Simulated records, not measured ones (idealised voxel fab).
process module | voxel transistor to metal
cross-section cut | 200 nm wide | cells 5 nm
A cross-section is a grid of square cells, given in bands from the top down. A band is one or more rows of cells.
Each band's line starts with the height of the band's top and of its bottom, in nm. Then come its materials from left to right, each with its width in nm. One material with "throughout" fills the band from edge to edge. "air" is empty space.
Height 0 is the level under which the wafer as received is all one material. The lowest band goes on downwards, as in "0 down".
A width such as "30 to 40" changes by the same amount from each row of cells to the next, from the band's top row to its bottom row.
"no change" after a step means that no cell of the cross-section changed.
closed voids: empty space of 8 cells or more with no open way to the top, each as width x height at its distance from the left edge, in nm
after a step's settings: what the simulator itself notes on the step
overlay nm, on a step with a mask: how far to the right of its planned place the mask lay; to the left if negative
plan
1 op RECEIVE | material Si
2 op OXIDIZE | depth nm 5
3 op CONFORMAL_DEP | material SiN | thk nm 15
4 op PATTERN | tone cover | mask id ACTIVE | material resist | width nm 125 | thk nm 15 | overlay nm 0
5 op DIRECTIONAL_ETCH | etch materials SiN | depth nm 15
6 op DIRECTIONAL_ETCH | etch materials SiO2 | depth nm 5
7 op DIRECTIONAL_ETCH | etch materials Si | depth nm 25
8 op STRIP | etch materials resist
9 op OXIDIZE | depth nm 5
10 op FILL_DEP | material SiO2 | thk nm 10
11 op CMP | height nm 15
12 op SELECTIVE_ETCH | etch materials SiO2 | depth nm 10
13 op STRIP | etch materials SiN
14 op SELECTIVE_ETCH | etch materials SiO2 | depth nm 5
15 op OXIDIZE | depth nm 5
16 op DIRECTIONAL_DEP | material polySi | thk nm 20
17 op DIRECTIONAL_DEP | material SiCN | thk nm 15
18 op PATTERN | tone cover | mask id GATE | material resist | width nm 35 | thk nm 15 | overlay nm 0
19 op DIRECTIONAL_ETCH | etch materials SiCN | depth nm 25
20 op DIRECTIONAL_ETCH | etch materials polySi | depth nm 30
21 op STRIP | etch materials resist
22 op CONFORMAL_DEP | material SiN | thk nm 10
23 op DIRECTIONAL_ETCH | etch materials SiN | depth nm 10
24 op DIRECTIONAL_ETCH | etch materials SiO2 | depth nm 5
25 op DIRECTIONAL_ETCH | etch materials Si | depth nm 10
26 op EPI | material SiGe | thk nm 10
27 op FILL_DEP | material SiO2 | thk nm 5
28 op CMP | height nm 15
29 op STRIP | etch materials polySi
30 op SELECTIVE_ETCH | etch materials SiO2 | depth nm 5
31 op CONFORMAL_DEP | material HfO2 | thk nm 5
32 op CONFORMAL_DEP | material TiN | thk nm 5
33 op FILL_DEP | material W | thk nm 10
34 op CMP | height nm 10
35 op DIRECTIONAL_DEP | material SiO2 | thk nm 10
36 op MASKED_ETCH | tone open | mask id CONTACT | width nm 15 | pitch nm 90 | etch materials SiO2 | depth nm 30 | overlay nm 0
37 op CONFORMAL_DEP | material TiN | thk nm 5
38 op FILL_DEP | material W | thk nm 10
39 op CMP | height nm 20
40 op CONFORMAL_DEP | material SiN | thk nm 5
41 op DIRECTIONAL_DEP | material SiO2 | thk nm 20
42 op PATTERN | tone open | mask id METAL_1 | material resist | width nm 15 | pitch nm 90 | thk nm 20 | overlay nm 0
43 op DIRECTIONAL_ETCH | etch materials SiO2 | depth nm 20
44 op DIRECTIONAL_ETCH | etch materials SiN | depth nm 5
45 op STRIP | etch materials resist
46 op CONFORMAL_DEP | material TiN | thk nm 5
47 op FILL_DEP | material Cu | thk nm 5
48 op CMP | height nm 45
49 op CONFORMAL_DEP | material SiN | thk nm 5
as received, after step 1
  0 down: Si throughout
  closed voids: none
first wafer at the end, as planned
  50 to 45: SiN throughout
  45 to 25: SiO2 45 | TiN 5 | Cu 5 | TiN 5 | SiO2 75 | TiN 5 | Cu 5 | TiN 5 | SiO2 50
  25 to 20: SiN 45 | TiN 15 | SiN 75 | TiN 15 | SiN 50
  20 to 10: SiO2 45 | TiN 5 | W 5 | TiN 5 | SiO2 75 | TiN 5 | W 5 | TiN 5 | SiO2 50
  10 to 0: SiO2 45 | TiN 5 | W 5 | TiN 5 | SiO2 10 | SiN 10 | HfO2 5 | TiN 5 | W 15 | TiN 5 | HfO2 5 | SiN 10 | SiO2 10 | TiN 5 | W 5 | TiN 5 | SiO2 50
  0 to -5: SiO2 30 | SiN 10 | SiO2 5 | TiN 5 | W 5 | TiN 5 | SiGe 10 | SiN 10 | HfO2 5 | TiN 25 | HfO2 5 | SiN 10 | SiGe 10 | TiN 5 | W 5 | TiN 5 | SiO2 5 | SiN 10 | SiO2 35
  -5 to -10: SiO2 45 | TiN 15 | SiGe 10 | SiO2 5 | HfO2 45 | SiO2 5 | SiGe 10 | TiN 15 | SiO2 50
  -10 to -20: SiO2 40 | SiGe 30 | Si 55 | SiGe 30 | SiO2 45
  -20 to -35: SiO2 40 | Si 115 | SiO2 45
  -35 down: Si throughout
  closed voids: none
second wafer at the end: like start, like plan, one mistake
  50 to 45: SiN throughout
  45 to 25: SiO2 45 | TiN 5 | Cu 5 | TiN 5 | SiO2 75 | TiN 5 | Cu 5 | TiN 5 | SiO2 50
  25 to 20: SiN 45 | TiN 15 | SiN 75 | TiN 15 | SiN 50
  20 to 10: SiO2 45 | TiN 5 | W 5 | TiN 5 | SiO2 75 | TiN 5 | W 5 | TiN 5 | SiO2 50
  10 to 0: SiO2 45 | TiN 5 | W 5 | TiN 5 | SiO2 10 | SiN 10 | TiN 5 | HfO2 5 | W 15 | HfO2 5 | TiN 5 | SiN 10 | SiO2 10 | TiN 5 | W 5 | TiN 5 | SiO2 50
  0 to -5: SiO2 30 | SiN 10 | SiO2 5 | TiN 5 | W 5 | TiN 5 | SiGe 10 | SiN 10 | TiN 5 | HfO2 25 | TiN 5 | SiN 10 | SiGe 10 | TiN 5 | W 5 | TiN 5 | SiO2 5 | SiN 10 | SiO2 35
  -5 to -10: SiO2 45 | TiN 15 | SiGe 10 | SiO2 5 | TiN 45 | SiO2 5 | SiGe 10 | TiN 15 | SiO2 50
  -10 to -20: SiO2 40 | SiGe 30 | Si 55 | SiGe 30 | SiO2 45
  -20 to -35: SiO2 40 | Si 115 | SiO2 45
  -35 down: Si throughout
  closed voids: none
what went wrong: steps 31 and 32 were swapped
at the end the second wafer has, in cells: 6 fewer of HfO2 | 6 more of TiN
